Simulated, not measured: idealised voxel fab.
process module | voxel quadruple lines
cross-section cut | 245 nm wide | cells 5 nm
A cross-section is a grid of square cells, given in bands from the top down. A band is one or more rows of cells.
Each band's line starts with the height of the band's top and of its bottom, in nm. Then come its materials from left to right, each with its width in nm. One material with "throughout" fills the band from edge to edge. "air" is empty space.
Height 0 is the level under which the wafer as received is all one material. The lowest band goes on downwards, as in "0 down".
A width such as "30 to 40" changes by the same amount from each row of cells to the next, from the band's top row to its bottom row.
"no change" after a step means that no cell of the cross-section changed.
closed voids: empty space of 8 cells or more with no open way to the top, each as width x height at its distance from the left edge, in nm
after a step's settings: what the simulator itself notes on the step
overlay nm, on a step with a mask: how far to the right of its planned place the mask lay; to the left if negative
plan
1 op RECEIVE | material Si
2 op CONFORMAL_DEP | material Al2O3 | thk nm 5
3 op DIRECTIONAL_DEP | material TiN | thk nm 10
4 op DIRECTIONAL_DEP | material polySi | thk nm 20
5 op DIRECTIONAL_DEP | material aC | thk nm 20
6 op PATTERN | tone cover | mask id MANDREL | material resist | width nm 20 | pitch nm 60 | thk nm 25 | overlay nm 0
7 op DIRECTIONAL_ETCH | etch materials aC | depth nm 20
8 op STRIP | etch materials resist
9 op CONFORMAL_DEP | material SiO2 | thk nm 10
10 op DIRECTIONAL_ETCH | etch materials SiO2 | depth nm 10
11 op STRIP | etch materials aC
12 op DIRECTIONAL_ETCH | etch materials polySi | depth nm 20
13 op STRIP | etch materials SiO2
14 op CONFORMAL_DEP | material SiCN | thk nm 5
15 op DIRECTIONAL_ETCH | etch materials SiCN | depth nm 5
16 op STRIP | etch materials polySi
17 op DIRECTIONAL_ETCH | etch materials TiN | depth nm 10
18 op STRIP | etch materials SiCN
19 op FILL_DEP | material SiO2 | thk nm 5
20 op CMP | height nm 15
as received, after step 1
  0 down: Si throughout
  closed voids: none
first wafer at the end, as planned
  15 to 5: SiO2 65 | TiN 5 | SiO2 10 | TiN 5 | SiO2 10 | TiN 5 | SiO2 10 | TiN 5 | SiO2 10 | TiN 5 | SiO2 10 | TiN 5 | SiO2 10 | TiN 5 | SiO2 10 | TiN 5 | SiO2 70
  5 to 0: Al2O3 throughout
  0 down: Si throughout
  closed voids: none
second wafer at the end: like start, like plan, one mistake
  15 to 5: SiO2 75 | TiN 5 | SiO2 20 | TiN 5 | SiO2 30 | TiN 5 | SiO2 20 | TiN 5 | SiO2 80
  5 to 0: Al2O3 throughout
  0 down: Si throughout
  closed voids: none
what went wrong: step 6 ran as: op PATTERN | tone open | mask id MANDREL | material resist | width nm 20 | pitch nm 60 | thk nm 25 | overlay nm 0
at the end the second wafer has, in cells: 8 more of SiO2 | 8 fewer of TiN
